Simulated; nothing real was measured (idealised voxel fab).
Module name: voxel capacitor over wiring (process module)
Pictured: cross-section cut, 240 nm wide, on a grid of 5 nm square cells.
Cross-section spec: square-cell grid; bands listed top down; each band is one or more rows.
The band entry comprises the height of the band's top followed by the height of its bottom, expressed in nm, and subsequently the band's materials from left to right, each stated together with its width in nm. Where a single material is marked with the word "edge to edge", that material fills the band from edge to edge. The word "blank" represents empty space.
Height datum 0, below which the as-received substrate wafer is one material. Lowest band open at the bottom, running downward: "0 -> down".
A two-number width, for instance "30 to 40", indicates that the width is equal to the first number in the top row of the band and to the second number in the bottom row, and that it changes by a constant amount per row of cells.
Step note "remained the same" = no cross-section cell changed.
Empty spaces counting at least 8 cells and having no open way to the top are listed in "Enclosed void list". The notation width x height at distance is used for each, the distance being from the left edge and all three values in nm.
Heads up: the bit after the settings on a step's line is the simulator's remark on that step.
overlay nm: where the mask lay relative to plan, measured to the right, on steps with a mask; negatives go left.

-- Here's what the planned process steps look like
1) RECEIVE, material Si
2) CONFORMAL_DEP, material SiO2, thk nm 10
3) CONFORMAL_DEP, material SiCN, thk nm 5
4) DIRECTIONAL_DEP, material lowk, thk nm 20
5) DIRECTIONAL_DEP, material aC, thk nm 10
6) PATTERN, tone open, mask id METAL_1, material resist, width nm 30, pitch nm 80, thk nm 30, overlay nm 0
7) DIRECTIONAL_ETCH, etch materials aC, depth nm 10
8) STRIP, etch materials resist
9) DIRECTIONAL_ETCH, etch materials lowk, depth nm 20
10) DIRECTIONAL_ETCH, etch materials SiCN, depth nm 5
11) STRIP, etch materials aC
12) CONFORMAL_DEP, material TiN, thk nm 5
13) FILL_DEP, material Cu, thk nm 5
14) CMP, height nm 35
15) EPI, material Ru, thk nm 5
16) FILL_DEP, material SiCN, thk nm 5
17) DIRECTIONAL_DEP, material SiO2, thk nm 20
18) DIRECTIONAL_DEP, material aC, thk nm 15
19) PATTERN, tone open, mask id PLUG_1, material resist, width nm 15, thk nm 35, overlay nm 0
20) DIRECTIONAL_ETCH, etch materials aC, depth nm 15
21) STRIP, etch materials resist
22) DIRECTIONAL_ETCH, etch materials SiO2, depth nm 20
23) DIRECTIONAL_ETCH, etch materials SiCN, depth nm 5
24) STRIP, etch materials aC
25) EPI, material Ru, thk nm 10
26) EPI, material Ru, thk nm 10
27) EPI, material Ru, thk nm 5
28) DIRECTIONAL_DEP, material TiN, thk nm 5
29) DIRECTIONAL_DEP, material SiN, thk nm 5
30) DIRECTIONAL_DEP, material TiN, thk nm 10
31) DIRECTIONAL_DEP, material aC, thk nm 15
32) PATTERN, tone cover, mask id UPPER_PLATE, material resist, width nm 55, thk nm 35, overlay nm 0
33) DIRECTIONAL_ETCH, etch materials aC, depth nm 15
34) STRIP, etch materials resist
35) DIRECTIONAL_ETCH, etch materials TiN, depth nm 10
36) DIRECTIONAL_ETCH, etch materials SiN, depth nm 5
37) STRIP, etch materials aC
38) MASKED_ETCH, tone cover, mask id LOWER_PLATE, width nm 65, etch materials TiN, depth nm 5, overlay nm 0
39) FILL_DEP, material SiO2, thk nm 15
40) CMP, height nm 95
41) MASKED_ETCH, tone open, mask id PLUG_2, width nm 15, etch materials SiO2, depth nm 10, overlay nm 0
42) CONFORMAL_DEP, material TiN, thk nm 5
43) FILL_DEP, material Ru, thk nm 5
44) CMP, height nm 95
45) CONFORMAL_DEP, material SiN, thk nm 5

-- As-received state of the wafer in cross-section, equivalent to post-step 1
* 0 -> down: Si edge to edge
* Enclosed void list: none

-- first wafer at the end, as planned
* 100 -> 95: SiN edge to edge
* 95 -> 90: 90 of SiO2, then 5 of TiN, then 5 of Ru, then 5 of TiN, then 135 of SiO2
* 90 -> 85: 90 of SiO2, then 15 of TiN, then 135 of SiO2
* 85 -> 75: 80 of SiO2, then 55 of TiN, then 105 of SiO2
* 75 -> 70: 80 of SiO2, then 55 of SiN, then 105 of SiO2
* 70 -> 65: 75 of SiO2, then 65 of TiN, then 100 of SiO2
* 65 -> 45: 80 of SiO2, then 15 of Ru, then 145 of SiO2
* 45 -> 40: 80 of SiCN, then 15 of Ru, then 145 of SiCN
* 40 -> 35: 60 of SiCN, then 40 of Ru, then 40 of SiCN, then 40 of Ru, then 60 of SiCN
* 35 -> 15: 65 of lowk, then 5 of TiN, then 20 of Cu, then 5 of TiN, then 50 of lowk, then 5 of TiN, then 20 of Cu, then 5 of TiN, then 65 of lowk
* 15 -> 10: 65 of SiCN, then 30 of TiN, then 50 of SiCN, then 30 of TiN, then 65 of SiCN
* 10 -> 0: SiO2 edge to edge
* 0 -> down: Si edge to edge
* Enclosed void list: none

-- Cross-sectional view: second of two wafers, end of module; start and plan identical to the first, one mistake in running
* 100 -> 95: SiN edge to edge
* 95 -> 85: 80 of SiO2, then 25 of TiN, then 135 of SiO2
* 85 -> 80: 80 of SiO2, then 25 of SiN, then 30 of TiN, then 105 of SiO2
* 80 -> 75: 75 of SiO2, then 60 of TiN, then 105 of SiO2
* 75 -> 70: 70 of SiO2, then 35 of Ru, then 30 of SiN, then 105 of SiO2
* 70 -> 65: 70 of SiO2, then 35 of Ru, then 35 of TiN, then 100 of SiO2
* 65 -> 45: 80 of SiO2, then 15 of Ru, then 145 of SiO2
* 45 -> 40: 80 of SiCN, then 15 of Ru, then 145 of SiCN
* 40 -> 35: 60 of SiCN, then 40 of Ru, then 40 of SiCN, then 40 of Ru, then 60 of SiCN
* 35 -> 15: 65 of lowk, then 5 of TiN, then 20 of Cu, then 5 of TiN, then 50 of lowk, then 5 of TiN, then 20 of Cu, then 5 of TiN, then 65 of lowk
* 15 -> 10: 65 of SiCN, then 30 of TiN, then 50 of SiCN, then 30 of TiN, then 65 of SiCN
* 10 -> 0: SiO2 edge to edge
* 0 -> down: Si edge to edge
* Enclosed void list: none
What was the processing mistake? ran twice: one of 25 and 26, identical steps, cannot tell which
Once processing is complete, comparing cell counts shows that the second wafer has more or fewer of certain materials than the first: Ru +13; SiO2 -8; TiN -5
